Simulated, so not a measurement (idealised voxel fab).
The name of this process module is voxel wiring stack.
Displayed cross-section: cut, width of 205 nm, square cells sized 5 nm.
The cross-sections in this document take the form of a grid made of square cells. They are written out as bands, in order from top to bottom. Each band consists of one or more rows of cells.
The entry gives the band's vertical extent as a top height and a bottom height in nm, then its horizontal make-up as materials from left to right, each with a width in nm. "air" stands for empty space; a single material marked "throughout" fills the band edge to edge.
A quick word on heights: they are counted from 0, and under that level the wafer as it came to us is one material throughout. The lowest band is different from the rest in having no bottom; it simply continues downward, written as in "0 nm and below".
So if you see something like "30 to 40" for the width, read it as the top row of the band sitting at the first number and the bottom row at the second, with every row in between moving by the same amount as the last.
The designation "remains unaltered", where it is given for a processing step, indicates that no cell of the cross-section was altered in the course of that step.
What "Cavities, sealed" gives you is every empty space of 8 cells or more that is cut off from the top. Each appears as width x height at distance, with the distance taken from the left edge and width, height and distance all in nm.
On a step's line, text after the settings is the simulator commenting on that step.
Regarding "overlay nm": on a step with a mask, it is the distance the mask lay to the right of its planned place; a negative value places it to the left.
**So here's the lineup of process steps we planned**
- 1: RECEIVE | material Si
- 2: CONFORMAL_DEP | material SiO2 | thk nm 15
- 3: DIRECTIONAL_DEP | material TiN | thk nm 5
- 4: DIRECTIONAL_DEP | material W | thk nm 15
- 5: MASKED_ETCH | tone cover | mask id METAL_1 | width nm 25 | pitch nm 55 | etch materials W | depth nm 15 | overlay nm 0
- 6: MASKED_ETCH | tone cover | mask id METAL_1 | width nm 25 | pitch nm 55 | etch materials TiN | depth nm 5 | overlay nm 0
- 7: CONFORMAL_DEP | material SiCN | thk nm 5
- 8: FILL_DEP | material SiO2 | thk nm 10
- 9: CMP | height nm 35
- 10: CONFORMAL_DEP | material SiCN | thk nm 5
- 11: DIRECTIONAL_DEP | material SiO2 | thk nm 20
- 12: PATTERN | tone open | mask id PLUG_1 | material resist | width nm 15 | pitch nm 55 | thk nm 15 | overlay nm 0
- 13: DIRECTIONAL_ETCH | etch materials SiO2 | depth nm 20
- 14: DIRECTIONAL_ETCH | etch materials SiCN | depth nm 5
- 15: STRIP | etch materials resist
- 16: CONFORMAL_DEP | material TiN | thk nm 5
- 17: FILL_DEP | material Cu | thk nm 5
- 18: CMP | height nm 60
- 19: CONFORMAL_DEP | material SiCN | thk nm 5
- 20: DIRECTIONAL_DEP | material lowk | thk nm 15
- 21: DIRECTIONAL_DEP | material aC | thk nm 10
- 22: PATTERN | tone open | mask id METAL_2 | material resist | width nm 25 | pitch nm 55 | thk nm 25 | overlay nm 0
- 23: DIRECTIONAL_ETCH | etch materials aC | depth nm 10
- 24: STRIP | etch materials resist
- 25: DIRECTIONAL_ETCH | etch materials lowk | depth nm 15
- 26: DIRECTIONAL_ETCH | etch materials SiCN | depth nm 5
- 27: STRIP | etch materials aC
- 28: CONFORMAL_DEP | material TiN | thk nm 5
- 29: FILL_DEP | material Cu | thk nm 10
- 30: CMP | height nm 80
- 31: CONFORMAL_DEP | material SiCN | thk nm 5
- 32: DIRECTIONAL_DEP | material SiO2 | thk nm 15
- 33: PATTERN | tone open | mask id PLUG_2 | material resist | width nm 15 | pitch nm 55 | thk nm 20 | overlay nm 0
- 34: DIRECTIONAL_ETCH | etch materials SiO2 | depth nm 15
- 35: DIRECTIONAL_ETCH | etch materials SiCN | depth nm 5
- 36: STRIP | etch materials resist
- 37: EPI | material Ru | thk nm 10
- 38: EPI | material Ru | thk nm 10
- 39: CONFORMAL_DEP | material SiCN | thk nm 5
- 40: DIRECTIONAL_DEP | material SiO2 | thk nm 20
- 41: DIRECTIONAL_DEP | material aC | thk nm 10
- 42: PATTERN | tone open | mask id METAL_3 | material resist | width nm 25 | pitch nm 55 | thk nm 25 | overlay nm 0
- 43: DIRECTIONAL_ETCH | etch materials aC | depth nm 10
- 44: STRIP | etch materials resist
- 45: DIRECTIONAL_ETCH | etch materials SiO2 | depth nm 20
- 46: DIRECTIONAL_ETCH | etch materials SiCN | depth nm 5
- 47: STRIP | etch materials aC
- 48: CONFORMAL_DEP | material TiN | thk nm 5
- 49: FILL_DEP | material Ru | thk nm 10
- 50: CMP | height nm 125
- 51: CONFORMAL_DEP | material SiN | thk nm 5
**As-received state of the wafer in cross-section, equivalent to post-step 1**
> 0 nm and below  Si throughout
> Cavities, sealed: none
**End-of-module cross-section of the first of two wafers, processed as planned**
> 130 nm to 125 nm  SiN throughout
> 125 nm to 105 nm  60 nm SiO2 | 5 nm TiN | 15 nm Ru | 5 nm TiN | 30 nm SiO2 | 5 nm TiN | 15 nm Ru | 5 nm TiN | 65 nm SiO2
> 105 nm to 100 nm  60 nm SiCN | 25 nm TiN | 30 nm SiCN | 25 nm TiN | 65 nm SiCN
> 100 nm to 85 nm  60 nm SiO2 | 15 nm Ru | 40 nm SiO2 | 15 nm Ru | 75 nm SiO2
> 85 nm to 80 nm  60 nm SiCN | 15 nm Ru | 40 nm SiCN | 15 nm Ru | 75 nm SiCN
> 80 nm to 65 nm  60 nm lowk | 5 nm TiN | 15 nm Cu | 5 nm TiN | 30 nm lowk | 5 nm TiN | 15 nm Cu | 5 nm TiN | 65 nm lowk
> 65 nm to 60 nm  60 nm SiCN | 25 nm TiN | 30 nm SiCN | 25 nm TiN | 65 nm SiCN
> 60 nm to 40 nm  60 nm SiO2 | 5 nm TiN | 5 nm Cu | 5 nm TiN | 40 nm SiO2 | 5 nm TiN | 5 nm Cu | 5 nm TiN | 75 nm SiO2
> 40 nm to 35 nm  60 nm SiCN | 15 nm TiN | 40 nm SiCN | 15 nm TiN | 75 nm SiCN
> 35 nm to 20 nm  55 nm SiO2 | 5 nm SiCN | 25 nm W | 5 nm SiCN | 20 nm SiO2 | 5 nm SiCN | 25 nm W | 5 nm SiCN | 60 nm SiO2
> 20 nm to 15 nm  60 nm SiCN | 25 nm TiN | 30 nm SiCN | 25 nm TiN | 65 nm SiCN
> 15 nm to 0 nm  SiO2 throughout
> 0 nm and below  Si throughout
> Cavities, sealed: none
**Cross-sectional view: second of two wafers, end of module; start and plan identical to the first, one mistake in running**
> 130 nm to 125 nm  SiN throughout
> 125 nm to 120 nm  60 nm SiO2 | 5 nm TiN | 15 nm Ru | 5 nm TiN | 30 nm SiO2 | 5 nm TiN | 15 nm Ru | 5 nm TiN | 65 nm SiO2
> 120 nm to 115 nm  60 nm SiCN | 25 nm TiN | 30 nm SiCN | 25 nm TiN | 65 nm SiCN
> 115 nm to 100 nm  60 nm SiO2 | 5 nm SiCN | 5 nm TiN | 5 nm SiCN | 40 nm SiO2 | 5 nm SiCN | 5 nm TiN | 5 nm SiCN | 75 nm SiO2
> 100 nm to 85 nm  SiO2 throughout
> 85 nm to 80 nm  SiCN throughout
> 80 nm to 65 nm  60 nm lowk | 5 nm TiN | 15 nm Cu | 5 nm TiN | 30 nm lowk | 5 nm TiN | 15 nm Cu | 5 nm TiN | 65 nm lowk
> 65 nm to 60 nm  60 nm SiCN | 25 nm TiN | 30 nm SiCN | 25 nm TiN | 65 nm SiCN
> 60 nm to 40 nm  60 nm SiO2 | 5 nm TiN | 5 nm Cu | 5 nm TiN | 40 nm SiO2 | 5 nm TiN | 5 nm Cu | 5 nm TiN | 75 nm SiO2
> 40 nm to 35 nm  60 nm SiCN | 15 nm TiN | 40 nm SiCN | 15 nm TiN | 75 nm SiCN
> 35 nm to 20 nm  55 nm SiO2 | 5 nm SiCN | 25 nm W | 5 nm SiCN | 20 nm SiO2 | 5 nm SiCN | 25 nm W | 5 nm SiCN | 60 nm SiO2
> 20 nm to 15 nm  60 nm SiCN | 25 nm TiN | 30 nm SiCN | 25 nm TiN | 65 nm SiCN
> 15 nm to 0 nm  SiO2 throughout
> 0 nm and below  Si throughout
> Cavities, sealed: none
It is concluded that the wafer was processed incorrectly with respect to the plan, in that plan step 32 was conducted twice
Final difference in cells, second wafer against first, listed per material as more or fewer: Ru -42; SiCN +18; SiO2 +30; TiN -6
